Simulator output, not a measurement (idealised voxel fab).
Title: Process Module voxel self aligned vias
In the cross-section labelled cut, the width is 285 nm and each square cell is 5 nm.
Square cells in a grid make up a cross-section in this document, and the grid is given as bands, listed from the top down, each one or more rows of cells.
A band entry consists of two parts. The first gives the height of the band's top and the height of its bottom, in nm. The rest lists the band's materials from left to right, each with its width in nm. A single material labelled with the word "everywhere" fills the band from edge to edge, and the word "blank" marks empty space.
Beneath 0, the wafer as received is one material, and that level is where height counting begins. The lowest band goes on downward without a bottom; it is written like "0 -> down".
Read "30->40" as a graded width: first number on top, second number at the bottom, same change between each pair of neighbouring rows.
It should be understood that the words "no modifications", when stated for a given step, signify that the cross-section underwent no change in any of its cells during that step.
"Closed void entries" means: voids of 8 cells or more that are shut off from the top with no open way through. Written width x height at distance, distance from the left edge, in nm.
Read whatever lies past the settings on a step's line as the simulator's own remark about the step.
"overlay nm", when on a step's line for a step with a mask, measures how far to the right of its planned place the mask lay; a negative measure means to the left.

# These are the steps we planned for the process
1 RECEIVE with material Si
2 CONFORMAL_DEP with material SiO2, thk nm 15
3 CONFORMAL_DEP with material SiCN, thk nm 5
4 DIRECTIONAL_DEP with material lowk, thk nm 25
5 MASKED_ETCH with tone open, mask id LINES, width nm 30, pitch nm 60, etch materials lowk, depth nm 25, overlay nm 0
6 CONFORMAL_DEP with material TiN, thk nm 5
7 FILL_DEP with material W, thk nm 10
8 CMP with height nm 45
9 SELECTIVE_ETCH with etch materials W Ru TiN, depth nm 5
10 FILL_DEP with material SiN, thk nm 5
11 CMP with height nm 45
12 DIRECTIONAL_DEP with material lowk, thk nm 20
13 MASKED_ETCH with tone open, mask id VIAS, width nm 40, pitch nm 60, etch materials lowk, depth nm 20, overlay nm 0
14 MASKED_ETCH with tone open, mask id VIAS, width nm 40, pitch nm 60, etch materials SiN, depth nm 5, overlay nm 0
15 CONFORMAL_DEP with material TiN, thk nm 5
16 FILL_DEP with material Cu, thk nm 5
17 CMP with height nm 65
18 CONFORMAL_DEP with material SiCN, thk nm 5

# As-received state of the wafer in cross-section, equivalent to post-step 1
    0 -> down = Si everywhere
    Closed void entries: none

# End state of the module in cross-section, given the above starting point and plan and one mistake in execution
    70 -> 65 = SiCN everywhere
    65 -> 50 = 70 lowk, then 5 TiN, then 30 Cu, then 5 TiN, then 20 lowk, then 5 TiN, then 30 Cu, then 5 TiN, then 20 lowk, then 5 TiN, then 30 Cu, then 5 TiN, then 55 lowk
    50 -> 45 = 70 lowk, then 5 TiN, then 15 Cu, then 20 TiN, then 20 lowk, then 5 TiN, then 15 Cu, then 20 TiN, then 20 lowk, then 5 TiN, then 15 Cu, then 20 TiN, then 55 lowk
    45 -> 40 = 65 lowk, then 5 SiN, then 25 TiN, then 30 lowk, then 5 SiN, then 25 TiN, then 30 lowk, then 5 SiN, then 25 TiN, then 70 lowk
    40 -> 25 = 65 lowk, then 5 TiN, then 20 W, then 5 TiN, then 30 lowk, then 5 TiN, then 20 W, then 5 TiN, then 30 lowk, then 5 TiN, then 20 W, then 5 TiN, then 70 lowk
    25 -> 20 = 65 lowk, then 30 TiN, then 30 lowk, then 30 TiN, then 30 lowk, then 30 TiN, then 70 lowk
    20 -> 15 = SiCN everywhere
    15 -> 0 = SiO2 everywhere
    0 -> down = Si everywhere
    Closed void entries: none
Plan not followed: step 13 changed vs plan, executed as MASKED_ETCH with tone open, mask id VIAS, width nm 40, pitch nm 60, etch materials lowk, depth nm 20, overlay nm 10
